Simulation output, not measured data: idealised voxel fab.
Name of the process module below: voxel self aligned contacts
This is section cut - it's 225 nm across, gridded in 5 nm square cells.
We lay out every cross-section as a grid of square cells and spell it out in bands from the top down, where one band means one or more rows of cells.
Per band: top height and bottom height in nm, followed by the left-to-right materials and their widths in nm; "full width" marks a single material spanning edge to edge, "empty" marks empty space.
Height 0 is the level under which the wafer as received is all one material. The lowest band goes on downwards, as in "0..down".
When a width is written as two numbers, as in "30 to 40", the first number is the width in the top row of cells of the band and the second is the width in its bottom row, and the width changes by the same amount from each row to the next.
Reading "no alterations made" for a step: not a cell of the cross-section changed in it.
You'll see "Sealed voids" listing empty spaces that have no way open to the top, as long as they're 8 cells or more; the notation is width x height at distance, where the distance is from the left edge, and all of it is in nm.
Note: text after step settings on the step line = simulator remark on that step.
The optional step-line setting "overlay nm" applies to steps with a mask and quantifies how far to the right of its planned location the mask lay, a negative value indicating leftward placement.
Heads up before you read on: it's before/after pairs around one process step each, after side only down to the lowest band that changed, step plus settings under the pair. Pairs can be from different runs of this module, same starting wafer, so only chain a pair onto the one above if its "Pre-step snapshot" entry says so.

**Pre-step snapshot**
* 60..50 | SiO2 full width
* 50..30 | 25 of SiO2 / 45 of SiN / 20 of SiO2 / 45 of SiN / 20 of SiO2 / 45 of SiN / 25 of SiO2
* 30..25 | SiO2 full width
* 25..0 | polySi full width
* 0..down | Si full width
* Sealed voids: none

**Resultant Cross-Section**
* 75..60 | aC full width
* No changes below 60.
* Sealed voids: none
To go from the before cross-section above to the after cross-section, apply DIRECTIONAL_DEP [material aC] [thk nm 15]

Pre-step snapshot: this step begins from the cross-section that the pair just above shows after its step.

**Resultant Cross-Section**
* 105..75 | 55 of resist / 50 of empty / 15 of resist / 50 of empty / 55 of resist
* No changes below 75.
* Sealed voids: none
To go from the before cross-section above to the after cross-section, apply PATTERN [tone open] [mask id CONTACT] [material resist] [width nm 50] [pitch nm 65] [thk nm 30] [overlay nm 0]

Pre-step snapshot: this step begins from the cross-section that the pair just above shows after its step.

**Resultant Cross-Section**
* 90..75 | 55 of resist / 50 of empty / 15 of resist / 50 of empty / 55 of resist
* 75..60 | 55 of aC / 50 of empty / 15 of aC / 50 of empty / 55 of aC
* No changes below 60.
* Sealed voids: none
To go from the before cross-section above to the after cross-section, apply DIRECTIONAL_ETCH [etch materials aC] [depth nm 15]

Pre-step snapshot: this step begins from the cross-section that the pair just above shows after its step.

**Resultant Cross-Section**
* 75..60 | 55 of aC / 50 of empty / 15 of aC / 50 of empty / 55 of aC
* No changes below 60.
* Sealed voids: none
To go from the before cross-section above to the after cross-section, apply STRIP [etch materials resist]

Pre-step snapshot: this step begins from the cross-section that the pair just above shows after its step.

**Resultant Cross-Section**
* 75..60 | 55 of aC / 50 of empty / 15 of aC / 50 of empty / 55 of aC
* 60..50 | 55 of SiO2 / 50 of empty / 15 of SiO2 / 50 of empty / 55 of SiO2
* 50..30 | 25 of SiO2 / 45 of SiN / 20 of empty / 45 of SiN / 20 of empty / 45 of SiN / 25 of SiO2
* 30..25 | 70 of SiO2 / 20 of empty / 45 of SiO2 / 20 of empty / 70 of SiO2
* No changes below 25.
* Sealed voids: none
To go from the before cross-section above to the after cross-section, apply DIRECTIONAL_ETCH [etch materials SiO2] [depth nm 65]

Pre-step snapshot: this step begins from the cross-section that the pair just above shows after its step.

**Resultant Cross-Section**
* 60..50 | 55 of SiO2 / 50 of empty / 15 of SiO2 / 50 of empty / 55 of SiO2
* No changes below 50.
* Sealed voids: none
To go from the before cross-section above to the after cross-section, apply STRIP [etch materials aC]

Pre-step snapshot: this step begins from the cross-section that the pair just above shows after its step.

**Resultant Cross-Section**
* 65..60 | 60 of TiN / 40 of empty / 25 of TiN / 40 of empty / 60 of TiN
* 60..50 | 55 of SiO2 / 5 to 20 of TiN / 40 to 10 of empty / 5 to 20 of TiN / 15 of SiO2 / 5 to 20 of TiN / 40 to 10 of empty / 5 to 20 of TiN / 55 of SiO2
* 50..30 | 25 of SiO2 / 45 of SiN / 5 of TiN / 10 of empty / 5 of TiN / 45 of SiN / 5 of TiN / 10 of empty / 5 of TiN / 45 of SiN / 25 of SiO2
* 30..25 | 70 of SiO2 / 20 of TiN / 45 of SiO2 / 20 of TiN / 70 of SiO2
* No changes below 25.
* Sealed voids: none
To go from the before cross-section above to the after cross-section, apply CONFORMAL_DEP [material TiN] [thk nm 5]

Pre-step snapshot: this step begins from the cross-section that the pair just above shows after its step.

**Resultant Cross-Section**
* 75..65 | W full width
* 65..60 | 60 of TiN / 40 of W / 25 of TiN / 40 of W / 60 of TiN
* 60..50 | 55 of SiO2 / 5 to 20 of TiN / 40 to 10 of W / 5 to 20 of TiN / 15 of SiO2 / 5 to 20 of TiN / 40 to 10 of W / 5 to 20 of TiN / 55 of SiO2
* 50..30 | 25 of SiO2 / 45 of SiN / 5 of TiN / 10 of W / 5 of TiN / 45 of SiN / 5 of TiN / 10 of W / 5 of TiN / 45 of SiN / 25 of SiO2
* No changes below 30.
* Sealed voids: none
To go from the before cross-section above to the after cross-section, apply FILL_DEP [material W] [thk nm 10]

Pre-step snapshot: this step begins from the cross-section that the pair just above shows after its step.

**Resultant Cross-Section**
* 60..50 | 55 of SiO2 / 5 to 20 of TiN / 40 to 10 of W / 5 to 20 of TiN / 15 of SiO2 / 5 to 20 of TiN / 40 to 10 of W / 5 to 20 of TiN / 55 of SiO2
* No changes below 50.
* Sealed voids: none
To go from the before cross-section above to the after cross-section, apply CMP [height nm 60]

Pre-step snapshot: this step begins from the cross-section that the pair just above shows after its step.

**Resultant Cross-Section**
* 65..60 | SiN full width
* No changes below 60.
* Sealed voids: none
To go from the before cross-section above to the after cross-section, apply CONFORMAL_DEP [material SiN] [thk nm 5]

**Pre-step snapshot**
* 0..-5 | SiO2 full width
* -5..down | Si full width
* Sealed voids: none

**Resultant Cross-Section**
* 35..0 | polySi full width
* No changes below 0.
* Sealed voids: none
To go from the before cross-section above to the after cross-section, apply DIRECTIONAL_DEP [material polySi] [thk nm 35]

Pre-step snapshot: this step begins from the cross-section that the pair just above shows after its step.

**Resultant Cross-Section**
* 55..35 | SiN full width
* No changes below 35.
* Sealed voids: none
To go from the before cross-section above to the after cross-section, apply DIRECTIONAL_DEP [material SiN] [thk nm 20]

Pre-step snapshot: this step begins from the cross-section that the pair just above shows after its step.

**Resultant Cross-Section**
* 70..55 | 30 of empty / 35 of resist / 30 of empty / 35 of resist / 30 of empty / 35 of resist / 30 of empty
* No changes below 55.
* Sealed voids: none
To go from the before cross-section above to the after cross-section, apply PATTERN [tone cover] [mask id GATE] [material resist] [width nm 35] [pitch nm 65] [thk nm 15] [overlay nm 0]

Pre-step snapshot: this step begins from the cross-section that the pair just above shows after its step.

**Resultant Cross-Section**
* 70..55 | 30 of empty / 35 of resist / 30 of empty / 35 of resist / 30 of empty / 35 of resist / 30 of empty
* 55..35 | 30 of empty / 35 of SiN / 30 of empty / 35 of SiN / 30 of empty / 35 of SiN / 30 of empty
* No changes below 35.
* Sealed voids: none
To go from the before cross-section above to the after cross-section, apply DIRECTIONAL_ETCH [etch materials SiN] [depth nm 20]

Pre-step snapshot: this step begins from the cross-section that the pair just above shows after its step.

**Resultant Cross-Section**
* 70..55 | 30 of empty / 35 of resist / 30 of empty / 35 of resist / 30 of empty / 35 of resist / 30 of empty
* 55..35 | 30 of empty / 35 of SiN / 30 of empty / 35 of SiN / 30 of empty / 35 of SiN / 30 of empty
* 35..5 | 30 of empty / 35 of polySi / 30 of empty / 35 of polySi / 30 of empty / 35 of polySi / 30 of empty
* No changes below 5.
* Sealed voids: none
To go from the before cross-section above to the after cross-section, apply DIRECTIONAL_ETCH [etch materials polySi] [depth nm 30]

Pre-step snapshot: this step begins from the cross-section that the pair just above shows after its step.

**Resultant Cross-Section**
* 55..35 | 30 of empty / 35 of SiN / 30 of empty / 35 of SiN / 30 of empty / 35 of SiN / 30 of empty
* No changes below 35.
* Sealed voids: none
To go from the before cross-section above to the after cross-section, apply STRIP [etch materials resist]

Pre-step snapshot: this step begins from the cross-section that the pair just above shows after its step.

**Resultant Cross-Section**
* 60..35 | 25 of empty / 45 of SiN / 20 of empty / 45 of SiN / 20 of empty / 45 of SiN / 25 of empty
* 35..10 | 25 of empty / 5 of SiN / 35 of polySi / 5 of SiN / 20 of empty / 5 of SiN / 35 of polySi / 5 of SiN / 20 of empty / 5 of SiN / 35 of polySi / 5 of SiN / 25 of empty
* 10..5 | 30 of SiN / 35 of polySi / 30 of SiN / 35 of polySi / 30 of SiN / 35 of polySi / 30 of SiN
* No changes below 5.
* Sealed voids: none
To go from the before cross-section above to the after cross-section, apply CONFORMAL_DEP [material SiN] [thk nm 5]

Pre-step snapshot: this step begins from the cross-section that the pair just above shows after its step.

**Resultant Cross-Section**
* 55..35 | 25 of empty / 45 of SiN / 20 of empty / 45 of SiN / 20 of empty / 45 of SiN / 25 of empty
* 35..5 | 25 of empty / 5 of SiN / 35 of polySi / 5 of SiN / 20 of empty / 5 of SiN / 35 of polySi / 5 of SiN / 20 of empty / 5 of SiN / 35 of polySi / 5 of SiN / 25 of empty
* No changes below 5.
* Sealed voids: none
To go from the before cross-section above to the after cross-section, apply DIRECTIONAL_ETCH [etch materials SiN] [depth nm 5]

Pre-step snapshot: this step begins from the cross-section that the pair just above shows after its step.

**Resultant Cross-Section**
* 70..55 | SiO2 full width
* 55..35 | 25 of SiO2 / 45 of SiN / 20 of SiO2 / 45 of SiN / 20 of SiO2 / 45 of SiN / 25 of SiO2
* 35..5 | 25 of SiO2 / 5 of SiN / 35 of polySi / 5 of SiN / 20 of SiO2 / 5 of SiN / 35 of polySi / 5 of SiN / 20 of SiO2 / 5 of SiN / 35 of polySi / 5 of SiN / 25 of SiO2
* No changes below 5.
* Sealed voids: none
To go from the before cross-section above to the after cross-section, apply FILL_DEP [material SiO2] [thk nm 15]

Pre-step snapshot: this step begins from the cross-section that the pair just above shows after its step.

**Resultant Cross-Section**
* 60..55 | SiO2 full width
* No changes below 55.
* Sealed voids: none
To go from the before cross-section above to the after cross-section, apply CMP [height nm 60]

Pre-step snapshot: this step begins from the cross-section that the pair just above shows after its step.

**Resultant Cross-Section**
* 75..60 | aC full width
* No changes below 60.
* Sealed voids: none
To go from the before cross-section above to the after cross-section, apply DIRECTIONAL_DEP [material aC] [thk nm 15]

Pre-step snapshot: this step begins from the cross-section that the pair just above shows after its step.

**Resultant Cross-Section**
* 105..75 | 55 of resist / 50 of empty / 15 of resist / 50 of empty / 55 of resist
* No changes below 75.
* Sealed voids: none
To go from the before cross-section above to the after cross-section, apply PATTERN [tone open] [mask id CONTACT] [material resist] [width nm 50] [pitch nm 65] [thk nm 30] [overlay nm 0]

Pre-step snapshot: this step begins from the cross-section that the pair just above shows after its step.

**Resultant Cross-Section**
* 90..75 | 55 of resist / 50 of empty / 15 of resist / 50 of empty / 55 of resist
* 75..60 | 55 of aC / 50 of empty / 15 of aC / 50 of empty / 55 of aC
* No changes below 60.
* Sealed voids: none
To go from the before cross-section above to the after cross-section, apply DIRECTIONAL_ETCH [etch materials aC] [depth nm 15]

Pre-step snapshot: this step begins from the cross-section that the pair just above shows after its step.

**Resultant Cross-Section**
* 75..60 | 55 of aC / 50 of empty / 15 of aC / 50 of empty / 55 of aC
* No changes below 60.
* Sealed voids: none
To go from the before cross-section above to the after cross-section, apply STRIP [etch materials resist]

Pre-step snapshot: this step begins from the cross-section that the pair just above shows after its step.

**Resultant Cross-Section**
* 75..60 | 55 of aC / 50 of empty / 15 of aC / 50 of empty / 55 of aC
* 60..55 | 55 of SiO2 / 50 of empty / 15 of SiO2 / 50 of empty / 55 of SiO2
* 55..35 | 25 of SiO2 / 45 of SiN / 20 of empty / 45 of SiN / 20 of empty / 45 of SiN / 25 of SiO2
* 35..5 | 25 of SiO2 / 5 of SiN / 35 of polySi / 5 of SiN / 20 of empty / 5 of SiN / 35 of polySi / 5 of SiN / 20 of empty / 5 of SiN / 35 of polySi / 5 of SiN / 25 of SiO2
* No changes below 5.
* Sealed voids: none
To go from the before cross-section above to the after cross-section, apply DIRECTIONAL_ETCH [etch materials SiO2] [depth nm 65]

Pre-step snapshot: this step begins from the cross-section that the pair just above shows after its step.

**Resultant Cross-Section**
* 60..55 | 55 of SiO2 / 50 of empty / 15 of SiO2 / 50 of empty / 55 of SiO2
* No changes below 55.
* Sealed voids: none
To go from the before cross-section above to the after cross-section, apply STRIP [etch materials aC]

Pre-step snapshot: this step begins from the cross-section that the pair just above shows after its step.

**Resultant Cross-Section**
* 65..60 | 60 of TiN / 40 of empty / 25 of TiN / 40 of empty / 60 of TiN
* 60..55 | 55 of SiO2 / 20 of TiN / 10 of empty / 20 of TiN / 15 of SiO2 / 20 of TiN / 10 of empty / 20 of TiN / 55 of SiO2
* 55..35 | 25 of SiO2 / 45 of SiN / 5 of TiN / 10 of empty / 5 of TiN / 45 of SiN / 5 of TiN / 10 of empty / 5 of TiN / 45 of SiN / 25 of SiO2
* 35..10 | 25 of SiO2 / 5 of SiN / 35 of polySi / 5 of SiN / 5 of TiN / 10 of empty / 5 of TiN / 5 of SiN / 35 of polySi / 5 of SiN / 5 of TiN / 10 of empty / 5 of TiN / 5 of SiN / 35 of polySi / 5 of SiN / 25 of SiO2
* 10..5 | 25 of SiO2 / 5 of SiN / 35 of polySi / 5 of SiN / 20 of TiN / 5 of SiN / 35 of polySi / 5 of SiN / 20 of TiN / 5 of SiN / 35 of polySi / 5 of SiN / 25 of SiO2
* No changes below 5.
* Sealed voids: none
To go from the before cross-section above to the after cross-section, apply CONFORMAL_DEP [material TiN] [thk nm 5]

Pre-step snapshot: this step begins from the cross-section that the pair just above shows after its step.

**Resultant Cross-Section**
* 75..65 | W full width
* 65..60 | 60 of TiN / 40 of W / 25 of TiN / 40 of W / 60 of TiN
* 60..55 | 55 of SiO2 / 20 of TiN / 10 of W / 20 of TiN / 15 of SiO2 / 20 of TiN / 10 of W / 20 of TiN / 55 of SiO2
* 55..35 | 25 of SiO2 / 45 of SiN / 5 of TiN / 10 of W / 5 of TiN / 45 of SiN / 5 of TiN / 10 of W / 5 of TiN / 45 of SiN / 25 of SiO2
* 35..10 | 25 of SiO2 / 5 of SiN / 35 of polySi / 5 of SiN / 5 of TiN / 10 of W / 5 of TiN / 5 of SiN / 35 of polySi / 5 of SiN / 5 of TiN / 10 of W / 5 of TiN / 5 of SiN / 35 of polySi / 5 of SiN / 25 of SiO2
* No changes below 10.
* Sealed voids: none
To go from the before cross-section above to the after cross-section, apply FILL_DEP [material W] [thk nm 10]

Pre-step snapshot: this step begins from the cross-section that the pair just above shows after its step.

**Resultant Cross-Section**
* 60..55 | 55 of SiO2 / 20 of TiN / 10 of W / 20 of TiN / 15 of SiO2 / 20 of TiN / 10 of W / 20 of TiN / 55 of SiO2
* No changes below 55.
* Sealed voids: none
To go from the before cross-section above to the after cross-section, apply CMP [height nm 60]

Pre-step snapshot: this step begins from the cross-section that the pair just above shows after its step.

**Resultant Cross-Section**
* 65..60 | SiN full width
* No changes below 60.
* Sealed voids: none
To go from the before cross-section above to the after cross-section, apply CONFORMAL_DEP [material SiN] [thk nm 5]

**Pre-step snapshot**
* 50..30 | SiN full width
* 30..0 | polySi full width
* 0..-5 | SiO2 full width
* -5..down | Si full width
* Sealed voids: none

**Resultant Cross-Section**
* 65..50 | 35 of empty / 25 of resist / 40 of empty / 25 of resist / 40 of empty / 25 of resist / 35 of empty
* No changes below 50.
* Sealed voids: none
To go from the before cross-section above to the after cross-section, apply PATTERN [tone cover] [mask id GATE] [material resist] [width nm 25] [pitch nm 65] [thk nm 15] [overlay nm 0]

Pre-step snapshot: this step begins from the cross-section that the pair just above shows after its step.

**Resultant Cross-Section**
* 65..50 | 35 of empty / 25 of resist / 40 of empty / 25 of resist / 40 of empty / 25 of resist / 35 of empty
* 50..30 | 35 of empty / 25 of SiN / 40 of empty / 25 of SiN / 40 of empty / 25 of SiN / 35 of empty
* No changes below 30.
* Sealed voids: none
To go from the before cross-section above to the after cross-section, apply DIRECTIONAL_ETCH [etch materials SiN] [depth nm 20]

Pre-step snapshot: this step begins from the cross-section that the pair just above shows after its step.

**Resultant Cross-Section**
* 65..50 | 35 of empty / 25 of resist / 40 of empty / 25 of resist / 40 of empty / 25 of resist / 35 of empty
* 50..30 | 35 of empty / 25 of SiN / 40 of empty / 25 of SiN / 40 of empty / 25 of SiN / 35 of empty
* 30..0 | 35 of empty / 25 of polySi / 40 of empty / 25 of polySi / 40 of empty / 25 of polySi / 35 of empty
* No changes below 0.
* Sealed voids: none
To go from the before cross-section above to the after cross-section, apply DIRECTIONAL_ETCH [etch materials polySi] [depth nm 30]

Pre-step snapshot: this step begins from the cross-section that the pair just above shows after its step.

**Resultant Cross-Section**
* 50..30 | 35 of empty / 25 of SiN / 40 of empty / 25 of SiN / 40 of empty / 25 of SiN / 35 of empty
* No changes below 30.
* Sealed voids: none
To go from the before cross-section above to the after cross-section, apply STRIP [etch materials resist]

Pre-step snapshot: this step begins from the cross-section that the pair just above shows after its step.

**Resultant Cross-Section**
* 55..30 | 30 of empty / 35 of SiN / 30 of empty / 35 of SiN / 30 of empty / 35 of SiN / 30 of empty
* 30..5 | 30 of empty / 5 of SiN / 25 of polySi / 5 of SiN / 30 of empty / 5 of SiN / 25 of polySi / 5 of SiN / 30 of empty / 5 of SiN / 25 of polySi / 5 of SiN / 30 of empty
* 5..0 | 35 of SiN / 25 of polySi / 40 of SiN / 25 of polySi / 40 of SiN / 25 of polySi / 35 of SiN
* No changes below 0.
* Sealed voids: none
To go from the before cross-section above to the after cross-section, apply CONFORMAL_DEP [material SiN] [thk nm 5]

Pre-step snapshot: this step begins from the cross-section that the pair just above shows after its step.

**Resultant Cross-Section**
* 50..30 | 30 of empty / 35 of SiN / 30 of empty / 35 of SiN / 30 of empty / 35 of SiN / 30 of empty
* 30..0 | 30 of empty / 5 of SiN / 25 of polySi / 5 of SiN / 30 of empty / 5 of SiN / 25 of polySi / 5 of SiN / 30 of empty / 5 of SiN / 25 of polySi / 5 of SiN / 30 of empty
* No changes below 0.
* Sealed voids: none
To go from the before cross-section above to the after cross-section, apply DIRECTIONAL_ETCH [etch materials SiN] [depth nm 5]

Pre-step snapshot: this step begins from the cross-section that the pair just above shows after its step.

**Resultant Cross-Section**
* 65..50 | SiO2 full width
* 50..30 | 30 of SiO2 / 35 of SiN / 30 of SiO2 / 35 of SiN / 30 of SiO2 / 35 of SiN / 30 of SiO2
* 30..0 | 30 of SiO2 / 5 of SiN / 25 of polySi / 5 of SiN / 30 of SiO2 / 5 of SiN / 25 of polySi / 5 of SiN / 30 of SiO2 / 5 of SiN / 25 of polySi / 5 of SiN / 30 of SiO2
* No changes below 0.
* Sealed voids: none
To go from the before cross-section above to the after cross-section, apply FILL_DEP [material SiO2] [thk nm 15]

Pre-step snapshot: this step begins from the cross-section that the pair just above shows after its step.

**Resultant Cross-Section**
* 60..50 | SiO2 full width
* No changes below 50.
* Sealed voids: none
To go from the before cross-section above to the after cross-section, apply CMP [height nm 60]

Pre-step snapshot: this step begins from the cross-section that the pair just above shows after its step.

**Resultant Cross-Section**
* 75..60 | aC full width
* No changes below 60.
* Sealed voids: none
To go from the before cross-section above to the after cross-section, apply DIRECTIONAL_DEP [material aC] [thk nm 15]

Pre-step snapshot: this step begins from the cross-section that the pair just above shows after its step.

**Resultant Cross-Section**
* 105..75 | 55 of resist / 50 of empty / 15 of resist / 50 of empty / 55 of resist
* No changes below 75.
* Sealed voids: none
To go from the before cross-section above to the after cross-section, apply PATTERN [tone open] [mask id CONTACT] [material resist] [width nm 50] [pitch nm 65] [thk nm 30] [overlay nm 0]

Pre-step snapshot: this step begins from the cross-section that the pair just above shows after its step.

**Resultant Cross-Section**
* 90..75 | 55 of resist / 50 of empty / 15 of resist / 50 of empty / 55 of resist
* 75..60 | 55 of aC / 50 of empty / 15 of aC / 50 of empty / 55 of aC
* No changes below 60.
* Sealed voids: none
To go from the before cross-section above to the after cross-section, apply DIRECTIONAL_ETCH [etch materials aC] [depth nm 15]

Pre-step snapshot: this step begins from the cross-section that the pair just above shows after its step.

**Resultant Cross-Section**
* 75..60 | 55 of aC / 50 of empty / 15 of aC / 50 of empty / 55 of aC
* No changes below 60.
* Sealed voids: none
To go from the before cross-section above to the after cross-section, apply STRIP [etch materials resist]

Pre-step snapshot: this step begins from the cross-section that the pair just above shows after its step.

**Resultant Cross-Section**
* 75..60 | 55 of aC / 50 of empty / 15 of aC / 50 of empty / 55 of aC
* 60..50 | 55 of SiO2 / 50 of empty / 15 of SiO2 / 50 of empty / 55 of SiO2
* 50..30 | 30 of SiO2 / 35 of SiN / 30 of empty / 35 of SiN / 30 of empty / 35 of SiN / 30 of SiO2
* 30..0 | 30 of SiO2 / 5 of SiN / 25 of polySi / 5 of SiN / 30 of empty / 5 of SiN / 25 of polySi / 5 of SiN / 30 of empty / 5 of SiN / 25 of polySi / 5 of SiN / 30 of SiO2
* 0..-5 | 65 of SiO2 / 30 of empty / 35 of SiO2 / 30 of empty / 65 of SiO2
* No changes below -5.
* Sealed voids: none
To go from the before cross-section above to the after cross-section, apply DIRECTIONAL_ETCH [etch materials SiO2] [depth nm 65]

Pre-step snapshot: this step begins from the cross-section that the pair just above shows after its step.

**Resultant Cross-Section**
* 60..50 | 55 of SiO2 / 50 of empty / 15 of SiO2 / 50 of empty / 55 of SiO2
* No changes below 50.
* Sealed voids: none
To go from the before cross-section above to the after cross-section, apply STRIP [etch materials aC]

Pre-step snapshot: this step begins from the cross-section that the pair just above shows after its step.

**Resultant Cross-Section**
* 65..60 | 60 of TiN / 40 of empty / 25 of TiN / 40 of empty / 60 of TiN
* 60..50 | 55 of SiO2 / 5 to 15 of TiN / 40 to 20 of empty / 5 to 15 of TiN / 15 of SiO2 / 5 to 15 of TiN / 40 to 20 of empty / 5 to 15 of TiN / 55 of SiO2
* 50..30 | 30 of SiO2 / 35 of SiN / 5 of TiN / 20 of empty / 5 of TiN / 35 of SiN / 5 of TiN / 20 of empty / 5 of TiN / 35 of SiN / 30 of SiO2
* 30..0 | 30 of SiO2 / 5 of SiN / 25 of polySi / 5 of SiN / 5 of TiN / 20 of empty / 5 of TiN / 5 of SiN / 25 of polySi / 5 of SiN / 5 of TiN / 20 of empty / 5 of TiN / 5 of SiN / 25 of polySi / 5 of SiN / 30 of SiO2
* 0..-5 | 65 of SiO2 / 30 of TiN / 35 of SiO2 / 30 of TiN / 65 of SiO2
* No changes below -5.
* Sealed voids: none
To go from the before cross-section above to the after cross-section, apply CONFORMAL_DEP [material TiN] [thk nm 5]

Pre-step snapshot: this step begins from the cross-section that the pair just above shows after its step.

**Resultant Cross-Section**
* 75..65 | W full width
* 65..60 | 60 of TiN / 40 of W / 25 of TiN / 40 of W / 60 of TiN
* 60..50 | 55 of SiO2 / 5 to 15 of TiN / 40 to 20 of W / 5 to 15 of TiN / 15 of SiO2 / 5 to 15 of TiN / 40 to 20 of W / 5 to 15 of TiN / 55 of SiO2
* 50..30 | 30 of SiO2 / 35 of SiN / 5 of TiN / 20 of W / 5 of TiN / 35 of SiN / 5 of TiN / 20 of W / 5 of TiN / 35 of SiN / 30 of SiO2
* 30..0 | 30 of SiO2 / 5 of SiN / 25 of polySi / 5 of SiN / 5 of TiN / 20 of W / 5 of TiN / 5 of SiN / 25 of polySi / 5 of SiN / 5 of TiN / 20 of W / 5 of TiN / 5 of SiN / 25 of polySi / 5 of SiN / 30 of SiO2
* No changes below 0.
* Sealed voids: none
To go from the before cross-section above to the after cross-section, apply FILL_DEP [material W] [thk nm 10]

Pre-step snapshot: this step begins from the cross-section that the pair just above shows after its step.

**Resultant Cross-Section**
* 60..50 | 55 of SiO2 / 5 to 15 of TiN / 40 to 20 of W / 5 to 15 of TiN / 15 of SiO2 / 5 to 15 of TiN / 40 to 20 of W / 5 to 15 of TiN / 55 of SiO2
* No changes below 50.
* Sealed voids: none
To go from the before cross-section above to the after cross-section, apply CMP [height nm 60]

Pre-step snapshot: this step begins from the cross-section that the pair just above shows after its step.

**Resultant Cross-Section**
* 65..60 | SiN full width
* No changes below 60.
* Sealed voids: none
To go from the before cross-section above to the after cross-section, apply CONFORMAL_DEP [material SiN] [thk nm 5]

**Pre-step snapshot**
* 50..30 | SiN full width
* 30..0 | polySi full width
* 0..-5 | SiO2 full width
* -5..down | Si full width
* Sealed voids: none

**Resultant Cross-Section**
* 65..50 | 20 of empty / 35 of resist / 30 of empty / 35 of resist / 30 of empty / 35 of resist / 40 of empty
* No changes below 50.
* Sealed voids: none
To go from the before cross-section above to the after cross-section, apply PATTERN [tone cover] [mask id GATE] [material resist] [width nm 35] [pitch nm 65] [thk nm 15] [overlay nm -10]

Pre-step snapshot: this step begins from the cross-section that the pair just above shows after its step.

**Resultant Cross-Section**
* 65..50 | 20 of empty / 35 of resist / 30 of empty / 35 of resist / 30 of empty / 35 of resist / 40 of empty
* 50..30 | 20 of empty / 35 of SiN / 30 of empty / 35 of SiN / 30 of empty / 35 of SiN / 40 of empty
* No changes below 30.
* Sealed voids: none
To go from the before cross-section above to the after cross-section, apply DIRECTIONAL_ETCH [etch materials SiN] [depth nm 20]

Pre-step snapshot: this step begins from the cross-section that the pair just above shows after its step.

**Resultant Cross-Section**
* 65..50 | 20 of empty / 35 of resist / 30 of empty / 35 of resist / 30 of empty / 35 of resist / 40 of empty
* 50..30 | 20 of empty / 35 of SiN / 30 of empty / 35 of SiN / 30 of empty / 35 of SiN / 40 of empty
* 30..0 | 20 of empty / 35 of polySi / 30 of empty / 35 of polySi / 30 of empty / 35 of polySi / 40 of empty
* No changes below 0.
* Sealed voids: none
To go from the before cross-section above to the after cross-section, apply DIRECTIONAL_ETCH [etch materials polySi] [depth nm 30]

Pre-step snapshot: this step begins from the cross-section that the pair just above shows after its step.

**Resultant Cross-Section**
* 50..30 | 20 of empty / 35 of SiN / 30 of empty / 35 of SiN / 30 of empty / 35 of SiN / 40 of empty
* No changes below 30.
* Sealed voids: none
To go from the before cross-section above to the after cross-section, apply STRIP [etch materials resist]

Pre-step snapshot: this step begins from the cross-section that the pair just above shows after its step.

**Resultant Cross-Section**
* 55..30 | 15 of empty / 45 of SiN / 20 of empty / 45 of SiN / 20 of empty / 45 of SiN / 35 of empty
* 30..5 | 15 of empty / 5 of SiN / 35 of polySi / 5 of SiN / 20 of empty / 5 of SiN / 35 of polySi / 5 of SiN / 20 of empty / 5 of SiN / 35 of polySi / 5 of SiN / 35 of empty
* 5..0 | 20 of SiN / 35 of polySi / 30 of SiN / 35 of polySi / 30 of SiN / 35 of polySi / 40 of SiN
* No changes below 0.
* Sealed voids: none
To go from the before cross-section above to the after cross-section, apply CONFORMAL_DEP [material SiN] [thk nm 5]

Pre-step snapshot: this step begins from the cross-section that the pair just above shows after its step.

**Resultant Cross-Section**
* 50..30 | 15 of empty / 45 of SiN / 20 of empty / 45 of SiN / 20 of empty / 45 of SiN / 35 of empty
* 30..0 | 15 of empty / 5 of SiN / 35 of polySi / 5 of SiN / 20 of empty / 5 of SiN / 35 of polySi / 5 of SiN / 20 of empty / 5 of SiN / 35 of polySi / 5 of SiN / 35 of empty
* No changes below 0.
* Sealed voids: none
To go from the before cross-section above to the after cross-section, apply DIRECTIONAL_ETCH [etch materials SiN] [depth nm 5]

Pre-step snapshot: this step begins from the cross-section that the pair just above shows after its step.

**Resultant Cross-Section**
* 65..50 | SiO2 full width
* 50..30 | 15 of SiO2 / 45 of SiN / 20 of SiO2 / 45 of SiN / 20 of SiO2 / 45 of SiN / 35 of SiO2
* 30..0 | 15 of SiO2 / 5 of SiN / 35 of polySi / 5 of SiN / 20 of SiO2 / 5 of SiN / 35 of polySi / 5 of SiN / 20 of SiO2 / 5 of SiN / 35 of polySi / 5 of SiN / 35 of SiO2
* No changes below 0.
* Sealed voids: none
To go from the before cross-section above to the after cross-section, apply FILL_DEP [material SiO2] [thk nm 15]

Pre-step snapshot: this step begins from the cross-section that the pair just above shows after its step.

**Resultant Cross-Section**
* 60..50 | SiO2 full width
* No changes below 50.
* Sealed voids: none
To go from the before cross-section above to the after cross-section, apply CMP [height nm 60]

Pre-step snapshot: this step begins from the cross-section that the pair just above shows after its step.

**Resultant Cross-Section**
* 75..60 | aC full width
* No changes below 60.
* Sealed voids: none
To go from the before cross-section above to the after cross-section, apply DIRECTIONAL_DEP [material aC] [thk nm 15]

Pre-step snapshot: this step begins from the cross-section that the pair just above shows after its step.

**Resultant Cross-Section**
* 105..75 | 55 of resist / 50 of empty / 15 of resist / 50 of empty / 55 of resist
* No changes below 75.
* Sealed voids: none
To go from the before cross-section above to the after cross-section, apply PATTERN [tone open] [mask id CONTACT] [material resist] [width nm 50] [pitch nm 65] [thk nm 30] [overlay nm 0]

Pre-step snapshot: this step begins from the cross-section that the pair just above shows after its step.

**Resultant Cross-Section**
* 90..75 | 55 of resist / 50 of empty / 15 of resist / 50 of empty / 55 of resist
* 75..60 | 55 of aC / 50 of empty / 15 of aC / 50 of empty / 55 of aC
* No changes below 60.
* Sealed voids: none
To go from the before cross-section above to the after cross-section, apply DIRECTIONAL_ETCH [etch materials aC] [depth nm 15]

Pre-step snapshot: this step begins from the cross-section that the pair just above shows after its step.

**Resultant Cross-Section**
* 75..60 | 55 of aC / 50 of empty / 15 of aC / 50 of empty / 55 of aC
* No changes below 60.
* Sealed voids: none
To go from the before cross-section above to the after cross-section, apply STRIP [etch materials resist]
